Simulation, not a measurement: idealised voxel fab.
Process module, titled voxel self aligned contacts
For reference, the cross-section in this document is cut, with width 260 nm and square cells of 5 nm.
In what follows, cross-sections appear as grids of square cells, described through bands that run from the top down, where every band is one or more rows of cells. Quick guide to a band line: top height, bottom height (nm) up front; then every material left to right with its width in nm. Only one material and it's marked "throughout"? Then it fills the band edge to edge. And "empty" just means empty space. Heads up on the height convention: 0 is the point under which the incoming wafer is all one material, and the lowest band has no bottom, it just keeps going down, like "0 down". So if you see something like "30..40" for the width, read it as the top row of the band sitting at the first number and the bottom row at the second, with every row in between moving by the same amount as the last. Given "changes: none" for a step, no cell of the cross-section differs between before and after that step. Each empty space that has no open way to the top and spans at least 8 cells appears under "Enclosed void catalog" as width x height at distance, the distance counted from the left edge, all in nm. If you see something after the settings on a step's line, that's the simulator's own remark about that step. On any step carrying a mask, the "overlay nm" setting, if present on the step's line, tells how far right of its planned place the mask lay; negative values point to the left.

-- Planned process steps
1. RECEIVE | material Si
2. OXIDIZE | depth nm 5
3. DIRECTIONAL_DEP | material polySi | thk nm 30
4. DIRECTIONAL_DEP | material SiN | thk nm 15
5. DIRECTIONAL_DEP | material aC | thk nm 10
6. PATTERN | tone cover | mask id GATE | material resist | width nm 30 | pitch nm 55 | thk nm 30 | overlay nm 0
7. DIRECTIONAL_ETCH | etch materials aC | depth nm 10
8. STRIP | etch materials resist
9. DIRECTIONAL_ETCH | etch materials SiN | depth nm 15
10. DIRECTIONAL_ETCH | etch materials polySi | depth nm 30
11. STRIP | etch materials aC
12. CONFORMAL_DEP | material SiN | thk nm 5
13. DIRECTIONAL_ETCH | etch materials SiN | depth nm 5
14. FILL_DEP | material SiO2 | thk nm 15
15. CMP | height nm 50
16. MASKED_ETCH | tone open | mask id CONTACT | width nm 35 | etch materials SiO2 | depth nm 55 | overlay nm 0
17. CONFORMAL_DEP | material TiN | thk nm 5
18. FILL_DEP | material Ru | thk nm 5
19. CMP | height nm 50
20. CONFORMAL_DEP | material SiN | thk nm 5

-- First of two wafers: run as planned

-- Wafer at receipt (post step 1), cross-section
0 down: Si throughout
Enclosed void catalog: none

-- The following cross-section depicts the wafer upon completion of step 2
0 to -5: SiO2 throughout
All layers under -5 are left as they were.

-- The following cross-section depicts the wafer upon completion of step 3
30 to 0: polySi throughout
All layers under 0 are left as they were.

-- The following cross-section depicts the wafer upon completion of step 4
45 to 30: SiN throughout
All layers under 30 are left as they were.

-- The following cross-section depicts the wafer upon completion of step 5
55 to 45: aC throughout
All layers under 45 are left as they were.

-- The following cross-section depicts the wafer upon completion of step 6
85 to 55: 85 nm empty / 30 nm resist / 25 nm empty / 30 nm resist / 90 nm empty
All layers under 55 are left as they were.

-- The following cross-section depicts the wafer upon completion of step 7
75 to 55: 85 nm empty / 30 nm resist / 25 nm empty / 30 nm resist / 90 nm empty
55 to 45: 85 nm empty / 30 nm aC / 25 nm empty / 30 nm aC / 90 nm empty
All layers under 45 are left as they were.

-- The following cross-section depicts the wafer upon completion of step 8
55 to 45: 85 nm empty / 30 nm aC / 25 nm empty / 30 nm aC / 90 nm empty
All layers under 45 are left as they were.

-- The following cross-section depicts the wafer upon completion of step 9
55 to 45: 85 nm empty / 30 nm aC / 25 nm empty / 30 nm aC / 90 nm empty
45 to 30: 85 nm empty / 30 nm SiN / 25 nm empty / 30 nm SiN / 90 nm empty
All layers under 30 are left as they were.

-- The following cross-section depicts the wafer upon completion of step 10
55 to 45: 85 nm empty / 30 nm aC / 25 nm empty / 30 nm aC / 90 nm empty
45 to 30: 85 nm empty / 30 nm SiN / 25 nm empty / 30 nm SiN / 90 nm empty
30 to 0: 85 nm empty / 30 nm polySi / 25 nm empty / 30 nm polySi / 90 nm empty
All layers under 0 are left as they were.

-- The following cross-section depicts the wafer upon completion of step 11
45 to 30: 85 nm empty / 30 nm SiN / 25 nm empty / 30 nm SiN / 90 nm empty
All layers under 30 are left as they were.

-- The following cross-section depicts the wafer upon completion of step 12
50 to 30: 80 nm empty / 40 nm SiN / 15 nm empty / 40 nm SiN / 85 nm empty
30 to 5: 80 nm empty / 5 nm SiN / 30 nm polySi / 5 nm SiN / 15 nm empty / 5 nm SiN / 30 nm polySi / 5 nm SiN / 85 nm empty
5 to 0: 85 nm SiN / 30 nm polySi / 25 nm SiN / 30 nm polySi / 90 nm SiN
All layers under 0 are left as they were.

-- The following cross-section depicts the wafer upon completion of step 13
45 to 30: 80 nm empty / 40 nm SiN / 15 nm empty / 40 nm SiN / 85 nm empty
30 to 0: 80 nm empty / 5 nm SiN / 30 nm polySi / 5 nm SiN / 15 nm empty / 5 nm SiN / 30 nm polySi / 5 nm SiN / 85 nm empty
All layers under 0 are left as they were.

-- The following cross-section depicts the wafer upon completion of step 14
60 to 45: SiO2 throughout
45 to 30: 80 nm SiO2 / 40 nm SiN / 15 nm SiO2 / 40 nm SiN / 85 nm SiO2
30 to 0: 80 nm SiO2 / 5 nm SiN / 30 nm polySi / 5 nm SiN / 15 nm SiO2 / 5 nm SiN / 30 nm polySi / 5 nm SiN / 85 nm SiO2
All layers under 0 are left as they were.

-- The following cross-section depicts the wafer upon completion of step 15
50 to 45: SiO2 throughout
All layers under 45 are left as they were.

-- The following cross-section depicts the wafer upon completion of step 16
50 to 45: 110 nm SiO2 / 35 nm empty / 115 nm SiO2
45 to 30: 80 nm SiO2 / 40 nm SiN / 15 nm empty / 40 nm SiN / 85 nm SiO2
30 to 0: 80 nm SiO2 / 5 nm SiN / 30 nm polySi / 5 nm SiN / 15 nm empty / 5 nm SiN / 30 nm polySi / 5 nm SiN / 85 nm SiO2
0 to -5: 120 nm SiO2 / 15 nm empty / 125 nm SiO2
All layers under -5 are left as they were.

-- The following cross-section depicts the wafer upon completion of step 17
55 to 50: 115 nm TiN / 25 nm empty / 120 nm TiN
50 to 45: 110 nm SiO2 / 15 nm TiN / 5 nm empty / 15 nm TiN / 115 nm SiO2
45 to 30: 80 nm SiO2 / 40 nm SiN / 5 nm TiN / 5 nm empty / 5 nm TiN / 40 nm SiN / 85 nm SiO2
30 to 0: 80 nm SiO2 / 5 nm SiN / 30 nm polySi / 5 nm SiN / 5 nm TiN / 5 nm empty / 5 nm TiN / 5 nm SiN / 30 nm polySi / 5 nm SiN / 85 nm SiO2
0 to -5: 120 nm SiO2 / 15 nm TiN / 125 nm SiO2
All layers under -5 are left as they were.

-- The following cross-section depicts the wafer upon completion of step 18
60 to 55: Ru throughout
55 to 50: 115 nm TiN / 25 nm Ru / 120 nm TiN
50 to 45: 110 nm SiO2 / 15 nm TiN / 5 nm Ru / 15 nm TiN / 115 nm SiO2
45 to 30: 80 nm SiO2 / 40 nm SiN / 5 nm TiN / 5 nm Ru / 5 nm TiN / 40 nm SiN / 85 nm SiO2
30 to 0: 80 nm SiO2 / 5 nm SiN / 30 nm polySi / 5 nm SiN / 5 nm TiN / 5 nm Ru / 5 nm TiN / 5 nm SiN / 30 nm polySi / 5 nm SiN / 85 nm SiO2
All layers under 0 are left as they were.

-- The following cross-section depicts the wafer upon completion of step 19
50 to 45: 110 nm SiO2 / 15 nm TiN / 5 nm Ru / 15 nm TiN / 115 nm SiO2
All layers under 45 are left as they were.

-- The following cross-section depicts the wafer upon completion of step 20
55 to 50: SiN throughout
All layers under 50 are left as they were.

-- Second of two: same start, same plan, one run error; steps up to and including 17 match the first

-- Second wafer, cross-section, planned end of step 18
60 to 55: SiN throughout
55 to 50: 115 nm TiN / 25 nm SiN / 120 nm TiN
50 to 45: 110 nm SiO2 / 15 nm TiN / 5 nm SiN / 15 nm TiN / 115 nm SiO2
45 to 30: 80 nm SiO2 / 40 nm SiN / 5 nm TiN / 5 nm SiN / 5 nm TiN / 40 nm SiN / 85 nm SiO2
30 to 0: 80 nm SiO2 / 5 nm SiN / 30 nm polySi / 5 nm SiN / 5 nm TiN / 5 nm SiN / 5 nm TiN / 5 nm SiN / 30 nm polySi / 5 nm SiN / 85 nm SiO2
All layers under 0 are left as they were.

-- Second wafer, cross-section, planned end of step 19
50 to 45: 110 nm SiO2 / 15 nm TiN / 5 nm SiN / 15 nm TiN / 115 nm SiO2
All layers under 45 are left as they were.

-- Second wafer, cross-section, planned end of step 20
55 to 50: SiN throughout
All layers under 50 are left as they were.
In executing the process, a mistake was made relative to the plan: step 18 was run on a setting that differed from the plan, and what really ran there is FILL_DEP | material SiN | thk nm 5
Counted in cells at the end, the second wafer holds more or fewer of these materials than the first: Ru -10; SiN +10
